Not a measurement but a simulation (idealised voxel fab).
process module | voxel quadruple lines
cross-section cut | 290 nm wide | cells 5 nm
A cross-section is a grid of square cells, given in bands from the top down. A band is one or more rows of cells.
Each band's line starts with the height of the band's top and of its bottom, in nm. Then come its materials from left to right, each with its width in nm. One material with "throughout" fills the band from edge to edge. "air" is empty space.
Height 0 is the level under which the wafer as received is all one material. The lowest band goes on downwards, as in "0 down".
A width such as "30 to 40" changes by the same amount from each row of cells to the next, from the band's top row to its bottom row.
"no change" after a step means that no cell of the cross-section changed.
closed voids: empty space of 8 cells or more with no open way to the top, each as width x height at its distance from the left edge, in nm
after a step's settings: what the simulator itself notes on the step
overlay nm, on a step with a mask: how far to the right of its planned place the mask lay; to the left if negative
plan
1 op RECEIVE | material Si
2 op CONFORMAL_DEP | material SiO2 | thk nm 10
3 op DIRECTIONAL_DEP | material TiN | thk nm 15
4 op DIRECTIONAL_DEP | material polySi | thk nm 20
5 op DIRECTIONAL_DEP | material aC | thk nm 20
6 op PATTERN | tone cover | mask id MANDREL | material resist | width nm 35 | thk nm 25 | overlay nm 0
7 op DIRECTIONAL_ETCH | etch materials aC | depth nm 20
8 op STRIP | etch materials resist
9 op CONFORMAL_DEP | material SiO2 | thk nm 15
10 op DIRECTIONAL_ETCH | etch materials SiO2 | depth nm 15
11 op STRIP | etch materials aC
12 op DIRECTIONAL_ETCH | etch materials polySi | depth nm 20
13 op STRIP | etch materials SiO2
14 op CONFORMAL_DEP | material SiN | thk nm 10
15 op DIRECTIONAL_ETCH | etch materials SiN | depth nm 5
16 op STRIP | etch materials polySi
17 op DIRECTIONAL_ETCH | etch materials TiN | depth nm 15
18 op STRIP | etch materials SiN
19 op FILL_DEP | material lowk | thk nm 10
20 op CMP | height nm 25
varied across the wafers: depth nm of step 15. The plan shows the first wafer's value. All wafers start alike
first wafer as received, after step 1
  0 down: Si throughout
  closed voids: none
each wafer at the end: cells of each material gained (+) or lost (-) since it was received, then its closed voids
depth nm 5 | +116 SiO2 | +174 TiN | closed voids: none
depth nm 10 | +116 SiO2 | +24 TiN | +150 lowk | closed voids: none
depth nm 15 | +116 SiO2 | +24 TiN | +150 lowk | closed voids: none
depth nm 20 | +116 SiO2 | +24 TiN | +150 lowk | closed voids: none
depth nm 25 | +116 SiO2 | +24 TiN | +150 lowk | closed voids: none
